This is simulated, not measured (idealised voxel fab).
process module | voxel ribs on slabs
cross-section cut | 190 nm wide | cells 5 nm
A cross-section is a grid of square cells, given in bands from the top down. A band is one or more rows of cells.
Each band's line starts with the height of the band's top and of its bottom, in nm. Then come its materials from left to right, each with its width in nm. One material with "throughout" fills the band from edge to edge. "air" is empty space.
Height 0 is the level under which the wafer as received is all one material. The lowest band goes on downwards, as in "0 down".
A width such as "30 to 40" changes by the same amount from each row of cells to the next, from the band's top row to its bottom row.
"no change" after a step means that no cell of the cross-section changed.
closed voids: empty space of 8 cells or more with no open way to the top, each as width x height at its distance from the left edge, in nm
after a step's settings: what the simulator itself notes on the step
overlay nm, on a step with a mask: how far to the right of its planned place the mask lay; to the left if negative
plan
1 op RECEIVE | material Si
2 op DIRECTIONAL_DEP | material SiO2 | thk nm 25
3 op DIRECTIONAL_DEP | material SiN | thk nm 15
4 op PATTERN | tone cover | mask id RIB | material resist | width nm 25 | thk nm 20 | overlay nm 0
5 op DIRECTIONAL_ETCH | etch materials SiN | depth nm 10
6 op STRIP | etch materials resist
7 op MASKED_ETCH | tone cover | mask id SLAB | width nm 75 | etch materials SiN | depth nm 5 | overlay nm 0
8 op FILL_DEP | material SiO2 | thk nm 15
9 op CMP | height nm 50
10 op DIRECTIONAL_DEP | material W | thk nm 5
11 op PATTERN | tone cover | mask id HEATER | material resist | width nm 35 | thk nm 20 | overlay nm 0
12 op DIRECTIONAL_ETCH | etch materials W | depth nm 5
13 op STRIP | etch materials resist
14 op CONFORMAL_DEP | material SiN | thk nm 10
first wafer, as planned
as received, after step 1
  0 down: Si throughout
  closed voids: none
after step 2
  25 to 0: SiO2 throughout
  below 0: unchanged
after step 3
  40 to 25: SiN throughout
  below 25: unchanged
after step 4
  60 to 40: air 80 | resist 25 | air 85
  below 40: unchanged
after step 5
  60 to 40: air 80 | resist 25 | air 85
  40 to 30: air 80 | SiN 25 | air 85
  below 30: unchanged
after step 6
  40 to 30: air 80 | SiN 25 | air 85
  below 30: unchanged
after step 7
  40 to 30: air 80 | SiN 25 | air 85
  30 to 25: air 55 | SiN 75 | air 60
  below 25: unchanged
after step 8
  55 to 40: SiO2 throughout
  40 to 30: SiO2 80 | SiN 25 | SiO2 85
  30 to 25: SiO2 55 | SiN 75 | SiO2 60
  below 25: unchanged
after step 9
  50 to 40: SiO2 throughout
  below 40: unchanged
after step 10
  55 to 50: W throughout
  below 50: unchanged
after step 11
  75 to 55: air 75 | resist 35 | air 80
  below 55: unchanged
after step 12
  75 to 55: air 75 | resist 35 | air 80
  55 to 50: air 75 | W 35 | air 80
  below 50: unchanged
after step 13
  55 to 50: air 75 | W 35 | air 80
  below 50: unchanged
after step 14
  65 to 60: air 65 | SiN 55 | air 70
  60 to 55: SiN throughout
  55 to 50: SiN 75 | W 35 | SiN 80
  below 50: unchanged
second wafer: like start, like plan, one mistake. Through step 2 it matches the first wafer
when step 3 should have ended
  50 to 25: SiN throughout
  below 25: unchanged
when step 4 should have ended
  70 to 50: air 80 | resist 25 | air 85
  below 50: unchanged
when step 5 should have ended
  70 to 50: air 80 | resist 25 | air 85
  50 to 40: air 80 | SiN 25 | air 85
  below 40: unchanged
when step 6 should have ended
  50 to 40: air 80 | SiN 25 | air 85
  below 40: unchanged
when step 7 should have ended
  50 to 40: air 80 | SiN 25 | air 85
  40 to 35: air 55 | SiN 75 | air 60
  below 35: unchanged
when step 8 should have ended
  65 to 50: SiO2 throughout
  50 to 40: SiO2 80 | SiN 25 | SiO2 85
  40 to 35: SiO2 55 | SiN 75 | SiO2 60
  below 35: unchanged
when step 9 should have ended
  50 to 40: SiO2 80 | SiN 25 | SiO2 85
  below 40: unchanged
when step 10 should have ended
  55 to 50: W throughout
  below 50: unchanged
when step 11 should have ended
  75 to 55: air 75 | resist 35 | air 80
  below 55: unchanged
when step 12 should have ended
  75 to 55: air 75 | resist 35 | air 80
  55 to 50: air 75 | W 35 | air 80
  below 50: unchanged
when step 13 should have ended
  55 to 50: air 75 | W 35 | air 80
  below 50: unchanged
when step 14 should have ended
  65 to 60: air 65 | SiN 55 | air 70
  60 to 55: SiN throughout
  55 to 50: SiN 75 | W 35 | SiN 80
  below 50: unchanged
what went wrong: step 3 ran as: op DIRECTIONAL_DEP | material SiN | thk nm 25
at the end the second wafer has, in cells: 76 more of SiN | 76 fewer of SiO2
